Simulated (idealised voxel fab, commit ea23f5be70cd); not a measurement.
The document below concerns the process module designated voxel plated lines.
Displayed cross-section: cut, width of 200 nm, square cells sized 5 nm.
In this document a cross-section is written as a grid of square cells. It is given as a series of bands, listed from the top down, and a band is one or more rows of cells.
Band: top height; bottom height; in nm. Then, left to right: material with width in nm, for each material. "everywhere": a single material spanning edge to edge. "blank": empty space.
Measure heights from 0. That's the level where, below it, the as-received wafer is all one material. The lowest band is bottomless and extends downward; write it as in "top 0, no bottom".
The two numbers in a width such as "30..40" mark its ends across the band: the first belongs to the top row of cells, the second to the bottom row, and from each row to the next the width moves by the same amount.
"no change" for a step: no cell of the cross-section changed in that step.
The label "Unvented cavities" introduces a list of the empty spaces, 8 cells or larger, that have no open way up to the top; each entry in it reads width x height at distance, where the distance is taken from the left edge and all three are stated in nm.
Past the settings on a step's line: simulator remark, on that step.
You can add "overlay nm" to a step's line. For a step with a mask, it describes how far the mask lay to the right of its planned position, and a negative number describes a lay to the left.
Steps planned for the process
1: RECEIVE | material Si
2: CONFORMAL_DEP | material SiN | thk nm 5
3: DIRECTIONAL_DEP | material TiN | thk nm 5
4: PATTERN | tone open | mask id LINES | material resist | width nm 25 | pitch nm 45 | thk nm 35 | overlay nm -15
5: EPI | material Ru | thk nm 5
6: EPI | material Ru | thk nm 5
7: EPI | material Ru | thk nm 10
8: STRIP | etch materials resist
9: DIRECTIONAL_ETCH | etch materials TiN | depth nm 5
10: CONFORMAL_DEP | material SiO2 | thk nm 10
For this document, wafers share an identical start and vary in the step 4 overlay nm; the plan quotes the first wafer's value.
Received condition of the first of several wafers, sectioned: post-step 1
	top 0, no bottom  Si everywhere
	Unvented cavities: none
Every row in this table is a wafer at the end of the module, and it gives, for each of the materials, the cells that wafer has gained (+) or lost (-) since it was received, then its closed voids
overlay nm -15, +60 Ru, +40 SiN, +140 SiO2, +15 TiN, Unvented cavities: none
overlay nm -10, +60 Ru, +40 SiN, +140 SiO2, +15 TiN, Unvented cavities: none
overlay nm -5, +60 Ru, +40 SiN, +140 SiO2, +15 TiN, Unvented cavities: none
overlay nm 0, +60 Ru, +40 SiN, +140 SiO2, +15 TiN, Unvented cavities: none
overlay nm 5, +60 Ru, +40 SiN, +140 SiO2, +15 TiN, Unvented cavities: none
overlay nm 10, +60 Ru, +40 SiN, +140 SiO2, +15 TiN, Unvented cavities: none
overlay nm 15, +60 Ru, +40 SiN, +140 SiO2, +15 TiN, Unvented cavities: none
